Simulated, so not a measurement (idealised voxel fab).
process module | voxel gate over fins
cross-section cut | 175 nm wide | cells 5 nm
A cross-section is a grid of square cells, given in bands from the top down. A band is one or more rows of cells.
Each band's line starts with the height of the band's top and of its bottom, in nm. Then come its materials from left to right, each with its width in nm. One material with "throughout" fills the band from edge to edge. "air" is empty space.
Height 0 is the level under which the wafer as received is all one material. The lowest band goes on downwards, as in "0 down".
A width such as "30 to 40" changes by the same amount from each row of cells to the next, from the band's top row to its bottom row.
"no change" after a step means that no cell of the cross-section changed.
closed voids: empty space of 8 cells or more with no open way to the top, each as width x height at its distance from the left edge, in nm
after a step's settings: what the simulator itself notes on the step
overlay nm, on a step with a mask: how far to the right of its planned place the mask lay; to the left if negative
plan
1 op RECEIVE | material Si
2 op CONFORMAL_DEP | material SiN | thk nm 10
3 op PATTERN | tone cover | mask id FINS | material resist | width nm 15 | pitch nm 35 | thk nm 15 | overlay nm 0
4 op DIRECTIONAL_ETCH | etch materials SiN | depth nm 10
5 op DIRECTIONAL_ETCH | etch materials Si | depth nm 30
6 op STRIP | etch materials resist
7 op OXIDIZE | depth nm 5
8 op FILL_DEP | material SiO2 | thk nm 10
9 op CMP | height nm 10
10 op SELECTIVE_ETCH | etch materials SiO2 | depth nm 20
11 op STRIP | etch materials SiN
12 op CONFORMAL_DEP | material HfO2 | thk nm 5
13 op CONFORMAL_DEP | material TiN | thk nm 5
14 op CONFORMAL_DEP | material TiAl | thk nm 5
15 op CONFORMAL_DEP | material TiN | thk nm 5
16 op FILL_DEP | material W | thk nm 15
17 op CMP | height nm 30
18 op CONFORMAL_DEP | material SiN | thk nm 5
as received, after step 1
  0 down: Si throughout
  closed voids: none
first wafer at the end, as planned
  35 to 30: SiN throughout
  30 to 20: W throughout
  20 to 15: W 10 | TiN 150 | W 15
  15 to 10: W 10 | TiN 5 | TiAl 140 | TiN 5 | W 15
  10 to 5: TiN 15 | TiAl 5 | TiN 25 | TiAl 10 | TiN 25 | TiAl 10 | TiN 25 | TiAl 10 | TiN 25 | TiAl 5 | TiN 20
  5 to 0: TiAl 20 | TiN 5 | HfO2 15 | TiN 5 | TiAl 10 | TiN 5 | HfO2 15 | TiN 5 | TiAl 10 | TiN 5 | HfO2 15 | TiN 5 | TiAl 10 | TiN 5 | HfO2 15 | TiN 5 | TiAl 25
  0 to -5: TiN 25 | HfO2 5 | Si 5 | HfO2 5 | TiN 20 | HfO2 5 | Si 5 | HfO2 5 | TiN 20 | HfO2 5 | Si 5 | HfO2 5 | TiN 20 | HfO2 5 | Si 5 | HfO2 5 | TiN 30
  -5 to -10: HfO2 30 | Si 5 | HfO2 30 | Si 5 | HfO2 30 | Si 5 | HfO2 30 | Si 5 | HfO2 35
  -10 to -35: SiO2 30 | Si 5 | SiO2 30 | Si 5 | SiO2 30 | Si 5 | SiO2 30 | Si 5 | SiO2 35
  -35 down: Si throughout
  closed voids: none
second wafer at the end: like start, like plan, one mistake
  35 to 30: SiN throughout
  30 to 20: W throughout
  20 to 15: W 10 | TiN 150 | W 15
  15 to 10: W 10 | TiN 5 | TiAl 140 | TiN 5 | W 15
  10 to 5: TiN 15 | TiAl 5 | TiN 25 | TiAl 10 | TiN 25 | TiAl 10 | TiN 25 | TiAl 10 | TiN 25 | TiAl 5 | TiN 20
  5 to 0: TiAl 20 | TiN 5 | HfO2 15 | TiN 5 | TiAl 10 | TiN 5 | HfO2 15 | TiN 5 | TiAl 10 | TiN 5 | HfO2 15 | TiN 5 | TiAl 10 | TiN 5 | HfO2 15 | TiN 5 | TiAl 25
  0 to -5: TiN 25 | HfO2 5 | Si 5 | HfO2 5 | TiN 20 | HfO2 5 | Si 5 | HfO2 5 | TiN 20 | HfO2 5 | Si 5 | HfO2 5 | TiN 20 | HfO2 5 | Si 5 | HfO2 5 | TiN 30
  -5 to -10: HfO2 30 | Si 5 | HfO2 30 | Si 5 | HfO2 30 | Si 5 | HfO2 30 | Si 5 | HfO2 35
  -10 to -65: SiO2 30 | Si 5 | SiO2 30 | Si 5 | SiO2 30 | Si 5 | SiO2 30 | Si 5 | SiO2 35
  -65 down: Si throughout
  closed voids: none
what went wrong: step 5 was run twice
at the end the second wafer has, in cells: 186 fewer of Si | 186 more of SiO2
